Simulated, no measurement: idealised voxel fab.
This section sets out a process module, namely voxel wiring stack.
Shown is cross-section cut, with a width of 250 nm and square cells of size 5 nm.
Cross-section layout: square cells on a grid; listed as bands, top to bottom; a band spans one or more cell rows. In this notation a band is specified by the heights of its top and bottom, in that order and in nm, after which its materials appear from left to right, each paired with its width in nm. The word "everywhere" attached to a single material means that material fills the band from edge to edge; the word "empty" stands for empty space. The reference from which all heights are counted is 0, the level beneath which the as-received wafer is entirely one material; the lowest band, having no lower bound, proceeds downward and is written after the example "0 down". When a width is written as two numbers, as in "30 to 40", the first number is the width in the top row of cells of the band and the second is the width in its bottom row, and the width changes by the same amount from each row to the next. Any step labelled "nothing got changed" changed none of the cells in the cross-section. Completely enclosed voids: empty space of 8 cells or more with no open way to the top, each as width x height at its distance from the left edge, in nm. Post-settings text on a step line: simulator's own remark regarding the step. overlay nm: where the mask lay relative to plan, measured to the right, on steps with a mask; negatives go left.
## Listed below are the process steps as planned
1 RECEIVE,material Si
2 CONFORMAL_DEP,material SiO2,thk nm 10
3 DIRECTIONAL_DEP,material TiN,thk nm 5
4 DIRECTIONAL_DEP,material Ru,thk nm 20
5 DIRECTIONAL_DEP,material aC,thk nm 15
6 PATTERN,tone cover,mask id METAL_1,material resist,width nm 30,pitch nm 55,thk nm 30,overlay nm 0
7 DIRECTIONAL_ETCH,etch materials aC,depth nm 15
8 STRIP,etch materials resist
9 DIRECTIONAL_ETCH,etch materials Ru,depth nm 20
10 DIRECTIONAL_ETCH,etch materials TiN,depth nm 5
11 STRIP,etch materials aC
12 FILL_DEP,material SiO2,thk nm 5
13 CMP,height nm 35
14 CONFORMAL_DEP,material SiCN,thk nm 5
15 DIRECTIONAL_DEP,material SiO2,thk nm 10
16 PATTERN,tone open,mask id PLUG_1,material resist,width nm 15,pitch nm 55,thk nm 15,overlay nm 0
17 DIRECTIONAL_ETCH,etch materials SiO2,depth nm 10
18 DIRECTIONAL_ETCH,etch materials SiCN,depth nm 5
19 STRIP,etch materials resist
20 CONFORMAL_DEP,material TiN,thk nm 5
21 FILL_DEP,material W,thk nm 10
22 CMP,height nm 50
23 DIRECTIONAL_DEP,material TiN,thk nm 5
24 DIRECTIONAL_DEP,material W,thk nm 20
25 PATTERN,tone cover,mask id METAL_2,material resist,width nm 30,pitch nm 55,thk nm 15,overlay nm 0
26 DIRECTIONAL_ETCH,etch materials W,depth nm 20
27 DIRECTIONAL_ETCH,etch materials TiN,depth nm 5
28 STRIP,etch materials resist
29 CONFORMAL_DEP,material SiCN,thk nm 5
30 FILL_DEP,material SiO2,thk nm 10
31 CMP,height nm 75
32 CONFORMAL_DEP,material SiCN,thk nm 5
33 DIRECTIONAL_DEP,material SiO2,thk nm 30
34 DIRECTIONAL_DEP,material aC,thk nm 10
35 PATTERN,tone open,mask id METAL_3,material resist,width nm 30,pitch nm 55,thk nm 25,overlay nm 0
36 DIRECTIONAL_ETCH,etch materials aC,depth nm 10
37 STRIP,etch materials resist
38 DIRECTIONAL_ETCH,etch materials SiO2,depth nm 15
39 STRIP,etch materials aC
40 PATTERN,tone open,mask id METAL_3_HOLES,material resist,width nm 15,pitch nm 55,thk nm 15,overlay nm 0
41 DIRECTIONAL_ETCH,etch materials SiO2,depth nm 15
42 DIRECTIONAL_ETCH,etch materials SiCN,depth nm 5
43 STRIP,etch materials resist
44 CONFORMAL_DEP,material TiN,thk nm 5
45 FILL_DEP,material Cu,thk nm 10
46 CMP,height nm 110
47 CONFORMAL_DEP,material SiCN,thk nm 5
## Account of the first of two wafers, which was processed as intended
## So this is the incoming wafer in cross-section - it's already been through step 1
  0 down  Si everywhere
  Completely enclosed voids: none
## Take a look at the wafer's cross-section after step 2
  10 to 0  SiO2 everywhere
  All layers under 0 are left as they were.
## Take a look at the wafer's cross-section after step 3
  15 to 10  TiN everywhere
  All layers under 10 are left as they were.
## Take a look at the wafer's cross-section after step 4
  35 to 15  Ru everywhere
  All layers under 15 are left as they were.
## Take a look at the wafer's cross-section after step 5
  50 to 35  aC everywhere
  All layers under 35 are left as they were.
## Take a look at the wafer's cross-section after step 6
  80 to 50  55 of empty; 30 of resist; 25 of empty; 30 of resist; 25 of empty; 30 of resist; 55 of empty
  All layers under 50 are left as they were.
## Take a look at the wafer's cross-section after step 7
  65 to 50  55 of empty; 30 of resist; 25 of empty; 30 of resist; 25 of empty; 30 of resist; 55 of empty
  50 to 35  55 of empty; 30 of aC; 25 of empty; 30 of aC; 25 of empty; 30 of aC; 55 of empty
  All layers under 35 are left as they were.
## Take a look at the wafer's cross-section after step 8
  50 to 35  55 of empty; 30 of aC; 25 of empty; 30 of aC; 25 of empty; 30 of aC; 55 of empty
  All layers under 35 are left as they were.
## Take a look at the wafer's cross-section after step 9
  50 to 35  55 of empty; 30 of aC; 25 of empty; 30 of aC; 25 of empty; 30 of aC; 55 of empty
  35 to 15  55 of empty; 30 of Ru; 25 of empty; 30 of Ru; 25 of empty; 30 of Ru; 55 of empty
  All layers under 15 are left as they were.
## Take a look at the wafer's cross-section after step 10
  50 to 35  55 of empty; 30 of aC; 25 of empty; 30 of aC; 25 of empty; 30 of aC; 55 of empty
  35 to 15  55 of empty; 30 of Ru; 25 of empty; 30 of Ru; 25 of empty; 30 of Ru; 55 of empty
  15 to 10  55 of empty; 30 of TiN; 25 of empty; 30 of TiN; 25 of empty; 30 of TiN; 55 of empty
  All layers under 10 are left as they were.
## Take a look at the wafer's cross-section after step 11
  35 to 15  55 of empty; 30 of Ru; 25 of empty; 30 of Ru; 25 of empty; 30 of Ru; 55 of empty
  All layers under 15 are left as they were.
## Take a look at the wafer's cross-section after step 12
  40 to 35  SiO2 everywhere
  35 to 15  55 of SiO2; 30 of Ru; 25 of SiO2; 30 of Ru; 25 of SiO2; 30 of Ru; 55 of SiO2
  15 to 10  55 of SiO2; 30 of TiN; 25 of SiO2; 30 of TiN; 25 of SiO2; 30 of TiN; 55 of SiO2
  All layers under 10 are left as they were.
## Take a look at the wafer's cross-section after step 13
  35 to 15  55 of SiO2; 30 of Ru; 25 of SiO2; 30 of Ru; 25 of SiO2; 30 of Ru; 55 of SiO2
  All layers under 15 are left as they were.
## Take a look at the wafer's cross-section after step 14
  40 to 35  SiCN everywhere
  All layers under 35 are left as they were.
## Take a look at the wafer's cross-section after step 15
  50 to 40  SiO2 everywhere
  All layers under 40 are left as they were.
## Take a look at the wafer's cross-section after step 16
  65 to 50  55 of resist; 15 of empty; 40 of resist; 15 of empty; 40 of resist; 15 of empty; 70 of resist
  All layers under 50 are left as they were.
## Take a look at the wafer's cross-section after step 17
  65 to 50  55 of resist; 15 of empty; 40 of resist; 15 of empty; 40 of resist; 15 of empty; 70 of resist
  50 to 40  55 of SiO2; 15 of empty; 40 of SiO2; 15 of empty; 40 of SiO2; 15 of empty; 70 of SiO2
  All layers under 40 are left as they were.
## Take a look at the wafer's cross-section after step 18
  65 to 50  55 of resist; 15 of empty; 40 of resist; 15 of empty; 40 of resist; 15 of empty; 70 of resist
  50 to 40  55 of SiO2; 15 of empty; 40 of SiO2; 15 of empty; 40 of SiO2; 15 of empty; 70 of SiO2
  40 to 35  55 of SiCN; 15 of empty; 40 of SiCN; 15 of empty; 40 of SiCN; 15 of empty; 70 of SiCN
  All layers under 35 are left as they were.
## Take a look at the wafer's cross-section after step 19
  50 to 40  55 of SiO2; 15 of empty; 40 of SiO2; 15 of empty; 40 of SiO2; 15 of empty; 70 of SiO2
  All layers under 40 are left as they were.
## Take a look at the wafer's cross-section after step 20
  55 to 50  60 of TiN; 5 of empty; 50 of TiN; 5 of empty; 50 of TiN; 5 of empty; 75 of TiN
  50 to 40  55 of SiO2; 5 of TiN; 5 of empty; 5 of TiN; 40 of SiO2; 5 of TiN; 5 of empty; 5 of TiN; 40 of SiO2; 5 of TiN; 5 of empty; 5 of TiN; 70 of SiO2
  40 to 35  55 of SiCN; 15 of TiN; 40 of SiCN; 15 of TiN; 40 of SiCN; 15 of TiN; 70 of SiCN
  All layers under 35 are left as they were.
## Take a look at the wafer's cross-section after step 21
  65 to 55  W everywhere
  55 to 50  60 of TiN; 5 of W; 50 of TiN; 5 of W; 50 of TiN; 5 of W; 75 of TiN
  50 to 40  55 of SiO2; 5 of TiN; 5 of W; 5 of TiN; 40 of SiO2; 5 of TiN; 5 of W; 5 of TiN; 40 of SiO2; 5 of TiN; 5 of W; 5 of TiN; 70 of SiO2
  All layers under 40 are left as they were.
## Take a look at the wafer's cross-section after step 22
  50 to 40  55 of SiO2; 5 of TiN; 5 of W; 5 of TiN; 40 of SiO2; 5 of TiN; 5 of W; 5 of TiN; 40 of SiO2; 5 of TiN; 5 of W; 5 of TiN; 70 of SiO2
  All layers under 40 are left as they were.
## Take a look at the wafer's cross-section after step 23
  55 to 50  TiN everywhere
  All layers under 50 are left as they were.
## Take a look at the wafer's cross-section after step 24
  75 to 55  W everywhere
  All layers under 55 are left as they were.
## Take a look at the wafer's cross-section after step 25
  90 to 75  55 of empty; 30 of resist; 25 of empty; 30 of resist; 25 of empty; 30 of resist; 55 of empty
  All layers under 75 are left as they were.
## Take a look at the wafer's cross-section after step 26
  90 to 75  55 of empty; 30 of resist; 25 of empty; 30 of resist; 25 of empty; 30 of resist; 55 of empty
  75 to 55  55 of empty; 30 of W; 25 of empty; 30 of W; 25 of empty; 30 of W; 55 of empty
  All layers under 55 are left as they were.
## Take a look at the wafer's cross-section after step 27
  90 to 75  55 of empty; 30 of resist; 25 of empty; 30 of resist; 25 of empty; 30 of resist; 55 of empty
  75 to 55  55 of empty; 30 of W; 25 of empty; 30 of W; 25 of empty; 30 of W; 55 of empty
  55 to 50  55 of empty; 30 of TiN; 25 of empty; 30 of TiN; 25 of empty; 30 of TiN; 55 of empty
  All layers under 50 are left as they were.
## Take a look at the wafer's cross-section after step 28
  75 to 55  55 of empty; 30 of W; 25 of empty; 30 of W; 25 of empty; 30 of W; 55 of empty
  All layers under 55 are left as they were.
## Take a look at the wafer's cross-section after step 29
  80 to 75  50 of empty; 40 of SiCN; 15 of empty; 40 of SiCN; 15 of empty; 40 of SiCN; 50 of empty
  75 to 55  50 of empty; 5 of SiCN; 30 of W; 5 of SiCN; 15 of empty; 5 of SiCN; 30 of W; 5 of SiCN; 15 of empty; 5 of SiCN; 30 of W; 5 of SiCN; 50 of empty
  55 to 50  55 of SiCN; 30 of TiN; 25 of SiCN; 30 of TiN; 25 of SiCN; 30 of TiN; 55 of SiCN
  All layers under 50 are left as they were.
## Take a look at the wafer's cross-section after step 30
  90 to 80  SiO2 everywhere
  80 to 75  50 of SiO2; 40 of SiCN; 15 of SiO2; 40 of SiCN; 15 of SiO2; 40 of SiCN; 50 of SiO2
  75 to 55  50 of SiO2; 5 of SiCN; 30 of W; 5 of SiCN; 15 of SiO2; 5 of SiCN; 30 of W; 5 of SiCN; 15 of SiO2; 5 of SiCN; 30 of W; 5 of SiCN; 50 of SiO2
  All layers under 55 are left as they were.
## Take a look at the wafer's cross-section after step 31
  75 to 55  50 of SiO2; 5 of SiCN; 30 of W; 5 of SiCN; 15 of SiO2; 5 of SiCN; 30 of W; 5 of SiCN; 15 of SiO2; 5 of SiCN; 30 of W; 5 of SiCN; 50 of SiO2
  All layers under 55 are left as they were.
## Take a look at the wafer's cross-section after step 32
  80 to 75  SiCN everywhere
  All layers under 75 are left as they were.
## Take a look at the wafer's cross-section after step 33
  110 to 80  SiO2 everywhere
  All layers under 80 are left as they were.
## Take a look at the wafer's cross-section after step 34
  120 to 110  aC everywhere
  All layers under 110 are left as they were.
## Take a look at the wafer's cross-section after step 35
  145 to 120  55 of resist; 30 of empty; 25 of resist; 30 of empty; 25 of resist; 30 of empty; 55 of resist
  All layers under 120 are left as they were.
## Take a look at the wafer's cross-section after step 36
  135 to 120  55 of resist; 30 of empty; 25 of resist; 30 of empty; 25 of resist; 30 of empty; 55 of resist
  120 to 110  55 of aC; 30 of empty; 25 of aC; 30 of empty; 25 of aC; 30 of empty; 55 of aC
  All layers under 110 are left as they were.
## Take a look at the wafer's cross-section after step 37
  120 to 110  55 of aC; 30 of empty; 25 of aC; 30 of empty; 25 of aC; 30 of empty; 55 of aC
  All layers under 110 are left as they were.
## Take a look at the wafer's cross-section after step 38
  120 to 110  55 of aC; 30 of empty; 25 of aC; 30 of empty; 25 of aC; 30 of empty; 55 of aC
  110 to 95  55 of SiO2; 30 of empty; 25 of SiO2; 30 of empty; 25 of SiO2; 30 of empty; 55 of SiO2
  All layers under 95 are left as they were.
## Take a look at the wafer's cross-section after step 39
  110 to 95  55 of SiO2; 30 of empty; 25 of SiO2; 30 of empty; 25 of SiO2; 30 of empty; 55 of SiO2
  All layers under 95 are left as they were.
## Take a look at the wafer's cross-section after step 40
  125 to 110  55 of resist; 15 of empty; 40 of resist; 15 of empty; 40 of resist; 15 of empty; 70 of resist
  110 to 95  55 of SiO2; 15 of empty; 15 of resist; 25 of SiO2; 15 of empty; 15 of resist; 25 of SiO2; 15 of empty; 15 of resist; 55 of SiO2
  All layers under 95 are left as they were.
## Take a look at the wafer's cross-section after step 41
  125 to 110  55 of resist; 15 of empty; 40 of resist; 15 of empty; 40 of resist; 15 of empty; 70 of resist
  110 to 95  55 of SiO2; 15 of empty; 15 of resist; 25 of SiO2; 15 of empty; 15 of resist; 25 of SiO2; 15 of empty; 15 of resist; 55 of SiO2
  95 to 80  55 of SiO2; 15 of empty; 40 of SiO2; 15 of empty; 40 of SiO2; 15 of empty; 70 of SiO2
  All layers under 80 are left as they were.
## Take a look at the wafer's cross-section after step 42
  125 to 110  55 of resist; 15 of empty; 40 of resist; 15 of empty; 40 of resist; 15 of empty; 70 of resist
  110 to 95  55 of SiO2; 15 of empty; 15 of resist; 25 of SiO2; 15 of empty; 15 of resist; 25 of SiO2; 15 of empty; 15 of resist; 55 of SiO2
  95 to 80  55 of SiO2; 15 of empty; 40 of SiO2; 15 of empty; 40 of SiO2; 15 of empty; 70 of SiO2
  80 to 75  55 of SiCN; 15 of empty; 40 of SiCN; 15 of empty; 40 of SiCN; 15 of empty; 70 of SiCN
  All layers under 75 are left as they were.
## Take a look at the wafer's cross-section after step 43
  110 to 95  55 of SiO2; 30 of empty; 25 of SiO2; 30 of empty; 25 of SiO2; 30 of empty; 55 of SiO2
  All layers under 95 are left as they were.
## Take a look at the wafer's cross-section after step 44
  115 to 110  60 of TiN; 20 of empty; 35 of TiN; 20 of empty; 35 of TiN; 20 of empty; 60 of TiN
  110 to 100  55 of SiO2; 5 of TiN; 20 of empty; 5 of TiN; 25 of SiO2; 5 of TiN; 20 of empty; 5 of TiN; 25 of SiO2; 5 of TiN; 20 of empty; 5 of TiN; 55 of SiO2
  100 to 95  55 of SiO2; 5 of TiN; 5 of empty; 20 of TiN; 25 of SiO2; 5 of TiN; 5 of empty; 20 of TiN; 25 of SiO2; 5 of TiN; 5 of empty; 20 of TiN; 55 of SiO2
  95 to 80  55 of SiO2; 5 of TiN; 5 of empty; 5 of TiN; 40 of SiO2; 5 of TiN; 5 of empty; 5 of TiN; 40 of SiO2; 5 of TiN; 5 of empty; 5 of TiN; 70 of SiO2
  80 to 75  55 of SiCN; 15 of TiN; 40 of SiCN; 15 of TiN; 40 of SiCN; 15 of TiN; 70 of SiCN
  All layers under 75 are left as they were.
## Take a look at the wafer's cross-section after step 45
  125 to 115  Cu everywhere
  115 to 110  60 of TiN; 20 of Cu; 35 of TiN; 20 of Cu; 35 of TiN; 20 of Cu; 60 of TiN
  110 to 100  55 of SiO2; 5 of TiN; 20 of Cu; 5 of TiN; 25 of SiO2; 5 of TiN; 20 of Cu; 5 of TiN; 25 of SiO2; 5 of TiN; 20 of Cu; 5 of TiN; 55 of SiO2
  100 to 95  55 of SiO2; 5 of TiN; 5 of Cu; 20 of TiN; 25 of SiO2; 5 of TiN; 5 of Cu; 20 of TiN; 25 of SiO2; 5 of TiN; 5 of Cu; 20 of TiN; 55 of SiO2
  95 to 80  55 of SiO2; 5 of TiN; 5 of Cu; 5 of TiN; 40 of SiO2; 5 of TiN; 5 of Cu; 5 of TiN; 40 of SiO2; 5 of TiN; 5 of Cu; 5 of TiN; 70 of SiO2
  All layers under 80 are left as they were.
## Take a look at the wafer's cross-section after step 46
  110 to 100  55 of SiO2; 5 of TiN; 20 of Cu; 5 of TiN; 25 of SiO2; 5 of TiN; 20 of Cu; 5 of TiN; 25 of SiO2; 5 of TiN; 20 of Cu; 5 of TiN; 55 of SiO2
  All layers under 100 are left as they were.
## Take a look at the wafer's cross-section after step 47
  115 to 110  SiCN everywhere
  All layers under 110 are left as they were.
## Wafer two. Identical start, identical plan. One mistake in execution. Identical history through step 24
## Second wafer, section view, time point: scheduled end of step 25
  90 to 75  45 of empty; 30 of resist; 25 of empty; 30 of resist; 25 of empty; 30 of resist; 65 of empty
  All layers under 75 are left as they were.
## Second wafer, section view, time point: scheduled end of step 26
  90 to 75  45 of empty; 30 of resist; 25 of empty; 30 of resist; 25 of empty; 30 of resist; 65 of empty
  75 to 55  45 of empty; 30 of W; 25 of empty; 30 of W; 25 of empty; 30 of W; 65 of empty
  All layers under 55 are left as they were.
## Second wafer, section view, time point: scheduled end of step 27
  90 to 75  45 of empty; 30 of resist; 25 of empty; 30 of resist; 25 of empty; 30 of resist; 65 of empty
  75 to 55  45 of empty; 30 of W; 25 of empty; 30 of W; 25 of empty; 30 of W; 65 of empty
  55 to 50  45 of empty; 30 of TiN; 25 of empty; 30 of TiN; 25 of empty; 30 of TiN; 65 of empty
  All layers under 50 are left as they were.
## Second wafer, section view, time point: scheduled end of step 28
  75 to 55  45 of empty; 30 of W; 25 of empty; 30 of W; 25 of empty; 30 of W; 65 of empty
  All layers under 55 are left as they were.
## Second wafer, section view, time point: scheduled end of step 29
  80 to 75  40 of empty; 40 of SiCN; 15 of empty; 40 of SiCN; 15 of empty; 40 of SiCN; 60 of empty
  75 to 55  40 of empty; 5 of SiCN; 30 of W; 5 of SiCN; 15 of empty; 5 of SiCN; 30 of W; 5 of SiCN; 15 of empty; 5 of SiCN; 30 of W; 5 of SiCN; 60 of empty
  55 to 50  45 of SiCN; 30 of TiN; 25 of SiCN; 30 of TiN; 25 of SiCN; 30 of TiN; 65 of SiCN
  All layers under 50 are left as they were.
## Second wafer, section view, time point: scheduled end of step 30
  90 to 80  SiO2 everywhere
  80 to 75  40 of SiO2; 40 of SiCN; 15 of SiO2; 40 of SiCN; 15 of SiO2; 40 of SiCN; 60 of SiO2
  75 to 55  40 of SiO2; 5 of SiCN; 30 of W; 5 of SiCN; 15 of SiO2; 5 of SiCN; 30 of W; 5 of SiCN; 15 of SiO2; 5 of SiCN; 30 of W; 5 of SiCN; 60 of SiO2
  All layers under 55 are left as they were.
## Second wafer, section view, time point: scheduled end of step 31
  75 to 55  40 of SiO2; 5 of SiCN; 30 of W; 5 of SiCN; 15 of SiO2; 5 of SiCN; 30 of W; 5 of SiCN; 15 of SiO2; 5 of SiCN; 30 of W; 5 of SiCN; 60 of SiO2
  All layers under 55 are left as they were.
## Second wafer, section view, time point: scheduled end of step 32
  80 to 75  SiCN everywhere
  All layers under 75 are left as they were.
## Second wafer, section view, time point: scheduled end of step 33
  110 to 80  SiO2 everywhere
  All layers under 80 are left as they were.
## Second wafer, section view, time point: scheduled end of step 34
  120 to 110  aC everywhere
  All layers under 110 are left as they were.
## Second wafer, section view, time point: scheduled end of step 35
  145 to 120  55 of resist; 30 of empty; 25 of resist; 30 of empty; 25 of resist; 30 of empty; 55 of resist
  All layers under 120 are left as they were.
## Second wafer, section view, time point: scheduled end of step 36
  135 to 120  55 of resist; 30 of empty; 25 of resist; 30 of empty; 25 of resist; 30 of empty; 55 of resist
  120 to 110  55 of aC; 30 of empty; 25 of aC; 30 of empty; 25 of aC; 30 of empty; 55 of aC
  All layers under 110 are left as they were.
## Second wafer, section view, time point: scheduled end of step 37
  120 to 110  55 of aC; 30 of empty; 25 of aC; 30 of empty; 25 of aC; 30 of empty; 55 of aC
  All layers under 110 are left as they were.
## Second wafer, section view, time point: scheduled end of step 38
  120 to 110  55 of aC; 30 of empty; 25 of aC; 30 of empty; 25 of aC; 30 of empty; 55 of aC
  110 to 95  55 of SiO2; 30 of empty; 25 of SiO2; 30 of empty; 25 of SiO2; 30 of empty; 55 of SiO2
  All layers under 95 are left as they were.
## Second wafer, section view, time point: scheduled end of step 39
  110 to 95  55 of SiO2; 30 of empty; 25 of SiO2; 30 of empty; 25 of SiO2; 30 of empty; 55 of SiO2
  All layers under 95 are left as they were.
## Second wafer, section view, time point: scheduled end of step 40
  125 to 110  55 of resist; 15 of empty; 40 of resist; 15 of empty; 40 of resist; 15 of empty; 70 of resist
  110 to 95  55 of SiO2; 15 of empty; 15 of resist; 25 of SiO2; 15 of empty; 15 of resist; 25 of SiO2; 15 of empty; 15 of resist; 55 of SiO2
  All layers under 95 are left as they were.
## Second wafer, section view, time point: scheduled end of step 41
  125 to 110  55 of resist; 15 of empty; 40 of resist; 15 of empty; 40 of resist; 15 of empty; 70 of resist
  110 to 95  55 of SiO2; 15 of empty; 15 of resist; 25 of SiO2; 15 of empty; 15 of resist; 25 of SiO2; 15 of empty; 15 of resist; 55 of SiO2
  95 to 80  55 of SiO2; 15 of empty; 40 of SiO2; 15 of empty; 40 of SiO2; 15 of empty; 70 of SiO2
  All layers under 80 are left as they were.
## Second wafer, section view, time point: scheduled end of step 42
  125 to 110  55 of resist; 15 of empty; 40 of resist; 15 of empty; 40 of resist; 15 of empty; 70 of resist
  110 to 95  55 of SiO2; 15 of empty; 15 of resist; 25 of SiO2; 15 of empty; 15 of resist; 25 of SiO2; 15 of empty; 15 of resist; 55 of SiO2
  95 to 80  55 of SiO2; 15 of empty; 40 of SiO2; 15 of empty; 40 of SiO2; 15 of empty; 70 of SiO2
  80 to 75  55 of SiCN; 15 of empty; 40 of SiCN; 15 of empty; 40 of SiCN; 15 of empty; 70 of SiCN
  All layers under 75 are left as they were.
## Second wafer, section view, time point: scheduled end of step 43
  110 to 95  55 of SiO2; 30 of empty; 25 of SiO2; 30 of empty; 25 of SiO2; 30 of empty; 55 of SiO2
  All layers under 95 are left as they were.
## Second wafer, section view, time point: scheduled end of step 44
  115 to 110  60 of TiN; 20 of empty; 35 of TiN; 20 of empty; 35 of TiN; 20 of empty; 60 of TiN
  110 to 100  55 of SiO2; 5 of TiN; 20 of empty; 5 of TiN; 25 of SiO2; 5 of TiN; 20 of empty; 5 of TiN; 25 of SiO2; 5 of TiN; 20 of empty; 5 of TiN; 55 of SiO2
  100 to 95  55 of SiO2; 5 of TiN; 5 of empty; 20 of TiN; 25 of SiO2; 5 of TiN; 5 of empty; 20 of TiN; 25 of SiO2; 5 of TiN; 5 of empty; 20 of TiN; 55 of SiO2
  95 to 80  55 of SiO2; 5 of TiN; 5 of empty; 5 of TiN; 40 of SiO2; 5 of TiN; 5 of empty; 5 of TiN; 40 of SiO2; 5 of TiN; 5 of empty; 5 of TiN; 70 of SiO2
  80 to 75  55 of SiCN; 15 of TiN; 40 of SiCN; 15 of TiN; 40 of SiCN; 15 of TiN; 70 of SiCN
  All layers under 75 are left as they were.
## Second wafer, section view, time point: scheduled end of step 45
  125 to 115  Cu everywhere
  115 to 110  60 of TiN; 20 of Cu; 35 of TiN; 20 of Cu; 35 of TiN; 20 of Cu; 60 of TiN
  110 to 100  55 of SiO2; 5 of TiN; 20 of Cu; 5 of TiN; 25 of SiO2; 5 of TiN; 20 of Cu; 5 of TiN; 25 of SiO2; 5 of TiN; 20 of Cu; 5 of TiN; 55 of SiO2
  100 to 95  55 of SiO2; 5 of TiN; 5 of Cu; 20 of TiN; 25 of SiO2; 5 of TiN; 5 of Cu; 20 of TiN; 25 of SiO2; 5 of TiN; 5 of Cu; 20 of TiN; 55 of SiO2
  95 to 80  55 of SiO2; 5 of TiN; 5 of Cu; 5 of TiN; 40 of SiO2; 5 of TiN; 5 of Cu; 5 of TiN; 40 of SiO2; 5 of TiN; 5 of Cu; 5 of TiN; 70 of SiO2
  All layers under 80 are left as they were.
## Second wafer, section view, time point: scheduled end of step 46
  110 to 100  55 of SiO2; 5 of TiN; 20 of Cu; 5 of TiN; 25 of SiO2; 5 of TiN; 20 of Cu; 5 of TiN; 25 of SiO2; 5 of TiN; 20 of Cu; 5 of TiN; 55 of SiO2
  All layers under 100 are left as they were.
## Second wafer, section view, time point: scheduled end of step 47
  115 to 110  SiCN everywhere
  All layers under 110 are left as they were.
The plan and the run diverged here: step 25 did not happen as planned, as run it was PATTERN,tone cover,mask id METAL_2,material resist,width nm 30,pitch nm 55,thk nm 15,overlay nm -10
at the end the second wafer has, in cells: as many of each material as the first, in other places
